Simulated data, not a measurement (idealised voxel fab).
Process module in this document: voxel self aligned contacts
Section shown: cut. Width: 270 nm. Cell size: 5 nm, square.
Throughout this document, each cross-section is represented as a grid of square cells and is presented as a sequence of bands enumerated from the top downward, where a band comprises one or more rows of cells. The band entry comprises the height of the band's top followed by the height of its bottom, expressed in nm, and subsequently the band's materials from left to right, each stated together with its width in nm. Where a single material is marked with the word "full width", that material fills the band from edge to edge. The word "air" represents empty space. Height 0 is the level under which the wafer as received is all one material. The lowest band goes on downwards, as in "0 down". Note: "30..40" means the width goes from the first number (top row of the band) to the second number (bottom row) in equal steps per row of cells. When a step is marked "nothing different", none of the cells in the cross-section changed during that step. Empty spaces without an open route to the top, at least 8 cells in extent, make up the entry "Voids, enclosed"; each is given as width x height at distance, where the distance is measured from the left edge, and all are in nm. Note: text after step settings on the step line = simulator remark on that step. Among the settings permitted on a step's line is "overlay nm"; applied to a step with a mask, it specifies the extent to which the mask lay to the right of its planned position, whereas a negative figure signifies a position to the left.
PLAN
| 1 | RECEIVE (material Si) |
| 2 | OXIDIZE (depth nm 5) |
| 3 | DIRECTIONAL_DEP (material polySi; thk nm 30) |
| 4 | DIRECTIONAL_DEP (material SiN; thk nm 20) |
| 5 | DIRECTIONAL_DEP (material aC; thk nm 15) |
| 6 | PATTERN (tone cover; mask id GATE; material resist; width nm 25; pitch nm 55; thk nm 30; overlay nm 0) |
| 7 | DIRECTIONAL_ETCH (etch materials aC; depth nm 15) |
| 8 | STRIP (etch materials resist) |
| 9 | DIRECTIONAL_ETCH (etch materials SiN; depth nm 20) |
| 10 | DIRECTIONAL_ETCH (etch materials polySi; depth nm 30) |
| 11 | STRIP (etch materials aC) |
| 12 | CONFORMAL_DEP (material SiN; thk nm 5) |
| 13 | DIRECTIONAL_ETCH (etch materials SiN; depth nm 5) |
| 14 | FILL_DEP (material SiO2; thk nm 15) |
| 15 | CMP (height nm 60) |
| 16 | MASKED_ETCH (tone open; mask id CONTACT; width nm 40; etch materials SiO2; depth nm 65; overlay nm 0) |
| 17 | CONFORMAL_DEP (material TiN; thk nm 5) |
| 18 | FILL_DEP (material W; thk nm 5) |
| 19 | CMP (height nm 60) |
| 20 | CONFORMAL_DEP (material SiCN; thk nm 5) |
THIS IS THE CROSS-SECTION OF THE WAFER AS WE RECEIVED IT, I.E. AFTER STEP 1
0 down  Si full width
Voids, enclosed: none
A WAFER AT THE END: THIS START, THIS PLAN, ONE MISTAKE
65 to 60  SiCN full width
60 to 50  110..85 W | 5..30 TiN | 40 SiO2 | 5..30 TiN | 110..85 W
50 to 30  85 W | 5 TiN | 35 SiN | 20 SiO2 | 35 SiN | 5 TiN | 85 W
30 to 0  85 W | 5 TiN | 5 SiN | 25 polySi | 5 SiN | 20 SiO2 | 5 SiN | 25 polySi | 5 SiN | 5 TiN | 85 W
0 to -5  90 TiN | 90 SiO2 | 90 TiN
-5 down  Si full width
Voids, enclosed: none
The mistake made against the process plan was this: rather than as planned, step 16 actually ran as MASKED_ETCH (tone cover; mask id CONTACT; width nm 40; etch materials SiO2; depth nm 65; overlay nm 0)
